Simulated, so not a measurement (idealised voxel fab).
The process module presented herein is designated voxel tone inversion.
Section shown: cut. Width: 295 nm. Cell size: 5 nm, square.
Reading order for cross-sections: top band down to bottom band. Underlying form: a grid of square cells. Band size: one or more rows of cells.
Band: top height; bottom height; in nm. Then, left to right: material with width in nm, for each material. "all across": a single material spanning edge to edge. "air": empty space.
The reference from which all heights are counted is 0, the level beneath which the as-received wafer is entirely one material; the lowest band, having no lower bound, proceeds downward and is written after the example "0 nm and below".
With a width like "30 to 40", each row of cells in the band differs from the next by the same amount, the top row carrying the first number and the bottom row the second.
You'll sometimes find "nothing different" written for a step, and that's the way of saying that nowhere in the cross-section did a cell change during that step.
What "Encapsulated voids" gives you is every empty space of 8 cells or more that is cut off from the top. Each appears as width x height at distance, with the distance taken from the left edge and width, height and distance all in nm.
after a step's settings: what the simulator itself notes on the step
A step's line can hold "overlay nm"; with a mask on that step, the setting says how far right of the planned place the mask lay, while a negative setting says it lay to the left.
This section lists the process steps that were planned
1) RECEIVE (material Si)
2) CONFORMAL_DEP (material SiCN; thk nm 5)
3) DIRECTIONAL_DEP (material aC; thk nm 25)
4) PATTERN (tone cover; mask id POSTS; material resist; width nm 25; pitch nm 40; thk nm 35; overlay nm 0)
5) DIRECTIONAL_ETCH (etch materials aC; depth nm 25)
6) STRIP (etch materials resist)
7) FILL_DEP (material lowk; thk nm 5)
8) CMP (height nm 30)
9) STRIP (etch materials aC)
Shown in cross-section is the wafer as received, that is, as it stands after step 1
	0 nm and below = Si all across
	Encapsulated voids: none
The first of two wafers, cross-sectioned at the end of the module, with the run proceeding as planned
	30 nm to 5 nm = lowk (75); air (25); lowk (15); air (25); lowk (15); air (25); lowk (15); air (25); lowk (75)
	5 nm to 0 nm = SiCN all across
	0 nm and below = Si all across
	Encapsulated voids: none
Cross-sectional image of the second wafer of the two following completion of the module. Starting state and process plan were the same as for the first wafer; one execution error occurred
	30 nm to 25 nm = SiCN all across
	25 nm to 0 nm = aC all across
	0 nm and below = Si all across
	Encapsulated voids: none
Misprocessing identified: step 2 ran in the slot meant for step 3, and vice versa
Heads up, by the end the second wafer has more or fewer cells of some materials compared to the first: aC: 295 more; lowk: 195 fewer
